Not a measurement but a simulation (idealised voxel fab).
process module | voxel self aligned contacts
cross-section cut | 180 nm wide | cells 5 nm
A cross-section is a grid of square cells, given in bands from the top down. A band is one or more rows of cells.
Each band's line starts with the height of the band's top and of its bottom, in nm. Then come its materials from left to right, each with its width in nm. One material with "throughout" fills the band from edge to edge. "air" is empty space.
Height 0 is the level under which the wafer as received is all one material. The lowest band goes on downwards, as in "0 down".
A width such as "30 to 40" changes by the same amount from each row of cells to the next, from the band's top row to its bottom row.
"no change" after a step means that no cell of the cross-section changed.
closed voids: empty space of 8 cells or more with no open way to the top, each as width x height at its distance from the left edge, in nm
after a step's settings: what the simulator itself notes on the step
overlay nm, on a step with a mask: how far to the right of its planned place the mask lay; to the left if negative
plan
1 op RECEIVE | material Si
2 op OXIDIZE | depth nm 5
3 op DIRECTIONAL_DEP | material polySi | thk nm 25
4 op DIRECTIONAL_DEP | material SiN | thk nm 15
5 op PATTERN | tone cover | mask id GATE | material resist | width nm 30 | pitch nm 60 | thk nm 20 | overlay nm 0
6 op DIRECTIONAL_ETCH | etch materials SiN | depth nm 15
7 op DIRECTIONAL_ETCH | etch materials polySi | depth nm 25
8 op STRIP | etch materials resist
9 op CONFORMAL_DEP | material SiN | thk nm 5
10 op DIRECTIONAL_ETCH | etch materials SiN | depth nm 5
11 op FILL_DEP | material SiO2 | thk nm 15
12 op CMP | height nm 50
13 op MASKED_ETCH | tone open | mask id CONTACT | width nm 40 | etch materials SiO2 | depth nm 55 | overlay nm 0
14 op CONFORMAL_DEP | material TiN | thk nm 5
15 op FILL_DEP | material W | thk nm 5
16 op CMP | height nm 50
17 op CONFORMAL_DEP | material SiCN | thk nm 5
as received, after step 1
  0 down: Si throughout
  closed voids: none
first wafer at the end, as planned
  55 to 50: SiCN throughout
  50 to 40: SiO2 70 | TiN 5 to 15 | W 30 to 10 | TiN 5 to 15 | SiO2 70
  40 to 25: SiO2 40 | SiN 40 | TiN 5 | W 10 | TiN 5 | SiN 40 | SiO2 40
  25 to 0: SiO2 40 | SiN 5 | polySi 30 | SiN 5 | TiN 5 | W 10 | TiN 5 | SiN 5 | polySi 30 | SiN 5 | SiO2 40
  0 to -5: SiO2 80 | TiN 20 | SiO2 80
  -5 down: Si throughout
  closed voids: none
second wafer at the end: like start, like plan, one mistake
  55 to 50: SiCN throughout
  50 to 40: SiO2 70 | TiN 5 to 15 | W 30 to 10 | TiN 5 to 15 | SiO2 70
  40 to 25: SiO2 40 | SiN 40 | TiN 5 | W 10 | TiN 5 | SiN 40 | SiO2 40
  25 to 20: SiO2 80 | TiN 20 | SiO2 80
  20 to 0: polySi throughout
  0 down: Si throughout
  closed voids: none
what went wrong: steps 2 and 3 were swapped
at the end the second wafer has, in cells: 36 more of Si | 20 fewer of SiN | 80 fewer of SiO2 | 10 fewer of TiN | 10 fewer of W | 84 more of polySi
